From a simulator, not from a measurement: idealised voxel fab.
Process module in this document: voxel transistor to metal
We display cut, a cross-section 200 nm in width whose square cells are each 5 nm.
Cross-section format: a grid of square cells, given as bands from top to bottom; each band is one or more rows of cells.
Each band's line starts with the height of the band's top and of its bottom, in nm. Then come its materials from left to right, each with its width in nm. One material with "all across" fills the band from edge to edge. "blank" is empty space.
The reference from which all heights are counted is 0, the level beneath which the as-received wafer is entirely one material; the lowest band, having no lower bound, proceeds downward and is written after the example "0 -> down".
Note: "30->40" means the width goes from the first number (top row of the band) to the second number (bottom row) in equal steps per row of cells.
The cross-section has no changed cell in any step marked "everything unchanged".
Entry "Enclosed cavity list" = empty spaces >= 8 cells with no open way to the top; each as width x height at distance, distance from left edge, all nm.
Formally, on a step line, whatever follows the settings is a remark that the simulator itself makes on the step.
Each step line may optionally specify "overlay nm", which for a step with a mask gives the rightward distance between the mask's planned place and where it lay, a negative value indicating the leftward direction.
**The process steps that were planned are listed below**
1: op RECEIVE | material Si
2: op OXIDIZE | depth nm 5
3: op CONFORMAL_DEP | material SiN | thk nm 10
4: op DIRECTIONAL_DEP | material aC | thk nm 10
5: op PATTERN | tone cover | mask id ACTIVE | material resist | width nm 115 | thk nm 30 | overlay nm 0
6: op DIRECTIONAL_ETCH | etch materials aC | depth nm 10
7: op STRIP | etch materials resist
8: op DIRECTIONAL_ETCH | etch materials SiN | depth nm 10
9: op DIRECTIONAL_ETCH | etch materials SiO2 | depth nm 5
10: op DIRECTIONAL_ETCH | etch materials Si | depth nm 20
11: op STRIP | etch materials aC
12: op OXIDIZE | depth nm 5
13: op FILL_DEP | material SiO2 | thk nm 5
14: op CMP | height nm 10
15: op SELECTIVE_ETCH | etch materials SiO2 | depth nm 5
16: op STRIP | etch materials SiN
17: op SELECTIVE_ETCH | etch materials SiO2 | depth nm 5
18: op OXIDIZE | depth nm 5
19: op DIRECTIONAL_DEP | material polySi | thk nm 25
20: op DIRECTIONAL_DEP | material SiCN | thk nm 15
21: op PATTERN | tone cover | mask id GATE | material resist | width nm 35 | thk nm 15 | overlay nm 0
22: op DIRECTIONAL_ETCH | etch materials SiCN | depth nm 25
23: op DIRECTIONAL_ETCH | etch materials polySi | depth nm 35
24: op STRIP | etch materials resist
25: op CONFORMAL_DEP | material SiN | thk nm 5
26: op DIRECTIONAL_ETCH | etch materials SiN | depth nm 5
27: op DIRECTIONAL_ETCH | etch materials SiO2 | depth nm 5
28: op DIRECTIONAL_ETCH | etch materials Si | depth nm 10
29: op EPI | material pSi | thk nm 15
30: op FILL_DEP | material SiO2 | thk nm 10
31: op CMP | height nm 20
32: op STRIP | etch materials polySi
33: op SELECTIVE_ETCH | etch materials SiO2 | depth nm 5
34: op CONFORMAL_DEP | material HfO2 | thk nm 5
35: op CONFORMAL_DEP | material TiN | thk nm 5
36: op FILL_DEP | material W | thk nm 10
37: op CMP | height nm 15
38: op DIRECTIONAL_DEP | material SiO2 | thk nm 10
39: op MASKED_ETCH | tone open | mask id CONTACT | width nm 15 | pitch nm 80 | etch materials SiO2 | depth nm 30 | overlay nm 0
40: op CONFORMAL_DEP | material TiN | thk nm 5
41: op FILL_DEP | material Ru | thk nm 10
42: op CMP | height nm 25
43: op CONFORMAL_DEP | material SiN | thk nm 5
44: op DIRECTIONAL_DEP | material SiO2 | thk nm 20
45: op MASKED_ETCH | tone open | mask id METAL_1 | width nm 15 | pitch nm 80 | etch materials SiO2 | depth nm 20 | overlay nm 0
46: op MASKED_ETCH | tone open | mask id METAL_1 | width nm 15 | pitch nm 80 | etch materials SiN | depth nm 5 | overlay nm 0
47: op CONFORMAL_DEP | material TiN | thk nm 5
48: op FILL_DEP | material Cu | thk nm 5
49: op CMP | height nm 50
50: op EPI | material Ru | thk nm 5
51: op FILL_DEP | material SiCN | thk nm 5
**Cross-section of the wafer at receipt, which is the condition after step 1**
    0 -> down | Si all across
    Enclosed cavity list: none
**As-planned run: cross-section of the first of two wafers at end of module**
    60 -> 55 | SiCN all across
    55 -> 50 | SiCN (45) | Ru (25) | SiCN (55) | Ru (25) | SiCN (50)
    50 -> 30 | SiO2 (50) | TiN (5) | Cu (5) | TiN (5) | SiO2 (65) | TiN (5) | Cu (5) | TiN (5) | SiO2 (55)
    30 -> 25 | SiN (50) | TiN (15) | SiN (65) | TiN (15) | SiN (55)
    25 -> 15 | SiO2 (50) | TiN (5) | Ru (5) | TiN (5) | SiO2 (65) | TiN (5) | Ru (5) | TiN (5) | SiO2 (55)
    15 -> 10 | SiO2 (50) | TiN (5) | Ru (5) | TiN (5) | SiO2 (10) | SiN (5) | HfO2 (5) | TiN (5) | W (15) | TiN (5) | HfO2 (5) | SiN (5) | SiO2 (10) | TiN (5) | Ru (5) | TiN (5) | SiO2 (55)
    10 -> 5 | SiO2 (50) | TiN (15) | SiO2 (10) | SiN (5) | HfO2 (5) | TiN (5) | W (15) | TiN (5) | HfO2 (5) | SiN (5) | SiO2 (10) | TiN (15) | SiO2 (55)
    5 -> 0 | SiO2 (50) | TiN (10) | pSi (15) | SiN (5) | HfO2 (5) | TiN (5) | W (15) | TiN (5) | HfO2 (5) | SiN (5) | pSi (15) | TiN (10) | SiO2 (55)
    0 -> -5 | SiO2 (35) | SiN (5) | SiO2 (10) | TiN (10) | pSi (15) | SiN (5) | HfO2 (5) | TiN (25) | HfO2 (5) | SiN (5) | pSi (15) | TiN (10) | SiO2 (10) | SiN (5) | SiO2 (40)
    -5 -> -10 | SiO2 (40) | pSi (35) | HfO2 (45) | pSi (35) | SiO2 (45)
    -10 -> -20 | SiO2 (45) | pSi (30) | Si (45) | pSi (30) | SiO2 (50)
    -20 -> -30 | SiO2 (45) | Si (105) | SiO2 (50)
    -30 -> down | Si all across
    Enclosed cavity list: none
**End-of-module cross-section of the second wafer: identical starting point and process plan to the first, with one processing mistake**
    60 -> 55 | SiCN all across
    55 -> 50 | SiCN (45) | Ru (25) | SiCN (55) | Ru (25) | SiCN (50)
    50 -> 30 | SiO2 (50) | TiN (5) | Cu (5) | TiN (5) | SiO2 (65) | TiN (5) | Cu (5) | TiN (5) | SiO2 (55)
    30 -> 25 | SiN (50) | TiN (15) | SiN (65) | TiN (15) | SiN (55)
    25 -> 15 | SiO2 (45) | TiN (5) | Ru (15) | TiN (5) | SiO2 (55) | TiN (5) | Ru (15) | TiN (5) | SiO2 (50)
    15 -> 5 | SiO2 (45) | TiN (5) | Ru (15->5) | TiN (5->15) | SiO2 (5) | SiN (5) | HfO2 (5) | TiN (5) | W (15) | TiN (5) | HfO2 (5) | SiN (5) | SiO2 (5) | TiN (5->15) | Ru (15->5) | TiN (5) | SiO2 (50)
    5 -> 0 | SiO2 (45) | TiN (5) | Ru (5) | TiN (5) | pSi (15) | SiN (5) | HfO2 (5) | TiN (5) | W (15) | TiN (5) | HfO2 (5) | SiN (5) | pSi (15) | TiN (5) | Ru (5) | TiN (5) | SiO2 (50)
    0 -> -5 | SiO2 (35) | SiN (5) | SiO2 (5) | TiN (15) | pSi (15) | SiN (5) | HfO2 (5) | TiN (25) | HfO2 (5) | SiN (5) | pSi (15) | TiN (15) | SiO2 (5) | SiN (5) | SiO2 (40)
    -5 -> -10 | SiO2 (40) | pSi (35) | HfO2 (45) | pSi (35) | SiO2 (45)
    -10 -> -20 | SiO2 (45) | pSi (30) | Si (45) | pSi (30) | SiO2 (50)
    -20 -> -30 | SiO2 (45) | Si (105) | SiO2 (50)
    -30 -> down | Si all across
    Enclosed cavity list: none
The mistake made against the process plan was this: step 39: run off-plan, actual operation and settings op MASKED_ETCH | tone open | mask id CONTACT | width nm 25 | pitch nm 80 | etch materials SiO2 | depth nm 30 | overlay nm 0
End check, counted in cells, second wafer has more or fewer of these materials than the first: +16 Ru | -20 SiO2 | +4 TiN
